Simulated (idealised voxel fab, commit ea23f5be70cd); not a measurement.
The document below concerns the process module designated voxel gate over fins.
This is section cut - it's 220 nm across, gridded in 5 nm square cells.
Reading order for cross-sections: top band down to bottom band. Underlying form: a grid of square cells. Band size: one or more rows of cells. A band entry consists of two parts. The first gives the height of the band's top and the height of its bottom, in nm. The rest lists the band's materials from left to right, each with its width in nm. A single material labelled with the word "full width" fills the band from edge to edge, and the word "blank" marks empty space. Height reference: 0 = level under which incoming wafer is all one material. Lowest band: no bottom, runs on downward, e.g. "0 nm and below". The width entry "30 to 40" should be interpreted row by row: the top row of cells in the band takes the first number, the bottom row takes the second number, and the change between adjacent rows is uniform throughout. Key: "identical to before" - step with no changed cell in the cross-section. Heads up: "Closed void listing" only lists the empty pockets with no open path to the top that are 8 cells or more, and it writes them as width x height at distance, distance from the left edge, in nm. On a step's line, text after the settings is the simulator commenting on that step. "overlay nm" on a masked step: distance the mask lay right of its planned place, negative for left.

**These are the steps we planned for the process**
1: RECEIVE with material Si
2: CONFORMAL_DEP with material SiN, thk nm 10
3: PATTERN with tone cover, mask id FINS, material resist, width nm 15, pitch nm 50, thk nm 20, overlay nm 0
4: DIRECTIONAL_ETCH with etch materials SiN, depth nm 10
5: DIRECTIONAL_ETCH with etch materials Si, depth nm 40
6: STRIP with etch materials resist
7: OXIDIZE with depth nm 5
8: FILL_DEP with material SiO2, thk nm 5
9: CMP with height nm 10
10: DIRECTIONAL_DEP with material aC, thk nm 10
11: PATTERN with tone open, mask id RAIL, material resist, width nm 15, thk nm 25, overlay nm 0
12: DIRECTIONAL_ETCH with etch materials aC, depth nm 10
13: STRIP with etch materials resist
14: DIRECTIONAL_ETCH with etch materials SiO2, depth nm 45
15: STRIP with etch materials aC
16: CONFORMAL_DEP with material TiN, thk nm 5
17: FILL_DEP with material W, thk nm 10
18: CMP with height nm 10
19: SELECTIVE_ETCH with etch materials W Ru TiN, depth nm 30
20: FILL_DEP with material SiO2, thk nm 5
21: CMP with height nm 10
22: SELECTIVE_ETCH with etch materials SiO2, depth nm 20
23: STRIP with etch materials SiN
24: CONFORMAL_DEP with material HfO2, thk nm 5
25: CONFORMAL_DEP with material TiN, thk nm 5
26: FILL_DEP with material W, thk nm 15
27: CMP with height nm 20
28: CONFORMAL_DEP with material SiCN, thk nm 5

**Wafer as received: cross-section following step 1**
0 nm and below: Si full width
Closed void listing: none

**Cross-section: first of two wafers, module finished, run according to plan**
25 nm to 20 nm: SiCN full width
20 nm to 10 nm: W full width
10 nm to 5 nm: W=20, then TiN=25, then W=25, then TiN=25, then W=25, then TiN=25, then W=25, then TiN=25, then W=25
5 nm to 0 nm: W=20, then TiN=5, then HfO2=15, then TiN=5, then W=25, then TiN=5, then HfO2=15, then TiN=5, then W=25, then TiN=5, then HfO2=15, then TiN=5, then W=25, then TiN=5, then HfO2=15, then TiN=5, then W=25
0 nm to -5 nm: TiN=25, then HfO2=5, then Si=5, then HfO2=5, then TiN=35, then HfO2=5, then Si=5, then HfO2=5, then TiN=35, then HfO2=5, then Si=5, then HfO2=5, then TiN=35, then HfO2=5, then Si=5, then HfO2=5, then TiN=30
-5 nm to -10 nm: HfO2=30, then Si=5, then HfO2=45, then Si=5, then HfO2=45, then Si=5, then HfO2=45, then Si=5, then HfO2=35
-10 nm to -20 nm: SiO2=30, then Si=5, then SiO2=45, then Si=5, then SiO2=45, then Si=5, then SiO2=45, then Si=5, then SiO2=35
-20 nm to -30 nm: SiO2=30, then Si=5, then SiO2=15, then TiN=5, then W=5, then TiN=5, then SiO2=15, then Si=5, then SiO2=45, then Si=5, then SiO2=45, then Si=5, then SiO2=35
-30 nm to -35 nm: SiO2=30, then Si=5, then SiO2=15, then TiN=15, then SiO2=15, then Si=5, then SiO2=45, then Si=5, then SiO2=45, then Si=5, then SiO2=35
-35 nm to -45 nm: SiO2=30, then Si=5, then SiO2=45, then Si=5, then SiO2=45, then Si=5, then SiO2=45, then Si=5, then SiO2=35
-45 nm and below: Si full width
Closed void listing: none

**Cross-section of the latter of the two wafers at module completion. It had an identical start and an identical plan to the former; in running it, one mistake was made**
25 nm to 20 nm: SiCN full width
20 nm to 10 nm: W full width
10 nm to 5 nm: W=20, then TiN=25, then W=25, then TiN=25, then W=25, then TiN=25, then W=25, then TiN=25, then W=25
5 nm to 0 nm: W=20, then TiN=5, then HfO2=15, then TiN=5, then W=25, then TiN=5, then HfO2=15, then TiN=5, then W=25, then TiN=5, then HfO2=15, then TiN=5, then W=25, then TiN=5, then HfO2=15, then TiN=5, then W=25
0 nm to -5 nm: TiN=25, then HfO2=5, then Si=5, then HfO2=5, then TiN=35, then HfO2=5, then Si=5, then HfO2=5, then TiN=35, then HfO2=5, then Si=5, then HfO2=5, then TiN=35, then HfO2=5, then Si=5, then HfO2=5, then TiN=30
-5 nm to -10 nm: HfO2=30, then Si=5, then HfO2=45, then Si=5, then HfO2=45, then Si=5, then HfO2=45, then Si=5, then HfO2=35
-10 nm to -20 nm: SiO2=30, then Si=5, then SiO2=45, then Si=5, then SiO2=45, then Si=5, then SiO2=45, then Si=5, then SiO2=35
-20 nm to -30 nm: W=20, then TiN=5, then SiO2=5, then Si=5, then SiO2=5, then TiN=10, then SiO2=15, then TiN=10, then SiO2=5, then Si=5, then SiO2=5, then TiN=5, then W=25, then TiN=5, then SiO2=5, then Si=5, then SiO2=5, then TiN=5, then W=25, then TiN=5, then SiO2=5, then Si=5, then SiO2=5, then TiN=5, then W=25
-30 nm to -35 nm: TiN=25, then SiO2=5, then Si=5, then SiO2=5, then TiN=10, then SiO2=15, then TiN=10, then SiO2=5, then Si=5, then SiO2=5, then TiN=35, then SiO2=5, then Si=5, then SiO2=5, then TiN=35, then SiO2=5, then Si=5, then SiO2=5, then TiN=30
-35 nm to -45 nm: SiO2=30, then Si=5, then SiO2=45, then Si=5, then SiO2=45, then Si=5, then SiO2=45, then Si=5, then SiO2=35
-45 nm and below: Si full width
Closed void listing: none
Diagnosis: the process deviated at step 11: the operation and settings actually run there were PATTERN with tone cover, mask id RAIL, material resist, width nm 15, thk nm 25, overlay nm 0
Final cells, second wafer relative to first, materials higher or lower: SiO2: 78 fewer; TiN: 42 more; W: 36 more
